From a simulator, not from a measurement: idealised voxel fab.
Module name: voxel tone inversion (process module)
Pictured: cross-section cut, 270 nm wide, on a grid of 5 nm square cells.
Cross-section spec: square-cell grid; bands listed top down; each band is one or more rows.
Basically the band line says how high the top is and how high the bottom is, in nm, and then what's in it from left to right, every material with its width in nm. Empty space shows up as "empty", and if a single material carries "everywhere" it runs the full band edge to edge.
Height is counted from the level 0, under which the received wafer is composed throughout of one material. The lowest of the bands is not closed at the bottom but continues downward, in the notation "0 down".
Width "30..40": first value at the band's top row of cells, second value at its bottom row, equal change from row to row.
The cross-section has no changed cell in any step marked "same as before".
In "Sealed voids" the enclosed voids are listed, meaning empty spaces of 8 cells or larger without any opening to the top. The form is width x height at distance, distance from the left edge, units nm.
That trailing text on a step's line, after the settings, is the simulator's own remark on the step.
overlay nm: mask offset rightward from planned place, masked step; negative means leftward offset.
Planned process steps:
1,RECEIVE, material Si
2,CONFORMAL_DEP, material SiCN, thk nm 5
3,DIRECTIONAL_DEP, material aC, thk nm 25
4,PATTERN, tone cover, mask id POSTS, material resist, width nm 25, pitch nm 45, thk nm 35, overlay nm -15
5,DIRECTIONAL_ETCH, etch materials aC, depth nm 25
6,STRIP, etch materials resist
7,FILL_DEP, material lowk, thk nm 5
8,CMP, height nm 30
9,STRIP, etch materials aC
Wafer-to-wafer difference: overlay nm, step 4. Common start. Plan = first wafer's value.
Step 1 complete: as-received cross-section of the first of several wafers:
    0 down  Si everywhere
    Sealed voids: none
Tabulated below, wafer by wafer, are the end-of-module results: for each material, the number of cells gained (+) or lost (-) relative to the as-received state, followed by the closed voids:
overlay nm -15, +54 SiCN, +220 lowk, Sealed voids: none
overlay nm -10, +54 SiCN, +220 lowk, Sealed voids: none
overlay nm -5, +54 SiCN, +220 lowk, Sealed voids: none
overlay nm 0, +54 SiCN, +220 lowk, Sealed voids: none
overlay nm 5, +54 SiCN, +220 lowk, Sealed voids: none
overlay nm 10, +54 SiCN, +220 lowk, Sealed voids: none
overlay nm 15, +54 SiCN, +220 lowk, Sealed voids: none
